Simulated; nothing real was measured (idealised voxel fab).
This is a process module. Its name is voxel lift off.
Section shown: cut. Width: 180 nm. Cell size: 5 nm, square.
In what follows, cross-sections appear as grids of square cells, described through bands that run from the top down, where every band is one or more rows of cells.
This entry defines a band. It first specifies the height of the band's top and the height of its bottom in nm, and then specifies the band's materials from left to right, stating each material with its width in nm. The word "full width" identifies a single material that fills the band from edge to edge, while the word "empty" identifies empty space.
Zero point of the height axis is 0; under it, received wafer = one material. Lowest band: continues down indefinitely, "0 -> down".
With a width like "30..40", each row of cells in the band differs from the next by the same amount, the top row carrying the first number and the bottom row the second.
"nothing different" for a step: no cell of the cross-section changed in that step.
Closed-off voids of 8+ cells (no open route to the top) go in "Closed void register", written width x height at distance from the left edge, in nm.
Read whatever lies past the settings on a step's line as the simulator's own remark about the step.
overlay nm, on a step with a mask: how far to the right of its planned place the mask lay; to the left if negative
Listed below are the process steps as planned
step 1: RECEIVE (material Si)
step 2: CONFORMAL_DEP (material Al2O3; thk nm 15)
step 3: PATTERN (tone open; mask id LINES; material resist; width nm 25; pitch nm 50; thk nm 25; overlay nm 0)
step 4: DIRECTIONAL_DEP (material Ru; thk nm 10)
step 5: STRIP (etch materials resist)
step 6: CONFORMAL_DEP (material SiN; thk nm 5)
as received, after step 1
    0 -> down = Si full width
    Closed void register: none
Here's the cross-section of the first of our two wafers at the end of the module - it ran as planned
    30 -> 25 = empty: 45 | SiN: 35 | empty: 15 | SiN: 35 | empty: 50
    25 -> 20 = empty: 45 | SiN: 5 | Ru: 25 | SiN: 5 | empty: 15 | SiN: 5 | Ru: 25 | SiN: 5 | empty: 50
    20 -> 15 = SiN: 50 | Ru: 25 | SiN: 25 | Ru: 25 | SiN: 55
    15 -> 0 = Al2O3 full width
    0 -> down = Si full width
    Closed void register: none
second wafer at the end: like start, like plan, one mistake
    30 -> 25 = empty: 50 | SiN: 25 | empty: 25 | SiN: 25 | empty: 55
    25 -> 20 = empty: 50 | SiN: 5 | Ru: 15 | SiN: 5 | empty: 25 | SiN: 5 | Ru: 15 | SiN: 5 | empty: 55
    20 -> 15 = SiN: 55 | Ru: 15 | SiN: 35 | Ru: 15 | SiN: 60
    15 -> 0 = Al2O3 full width
    0 -> down = Si full width
    Closed void register: none
Short version of what went wrong: contrary to plan, step 3 was performed as PATTERN (tone open; mask id LINES; material resist; width nm 15; pitch nm 50; thk nm 25; overlay nm 0)
Count the cells at the end and the second wafer has more or fewer of some materials than the first: Ru -8
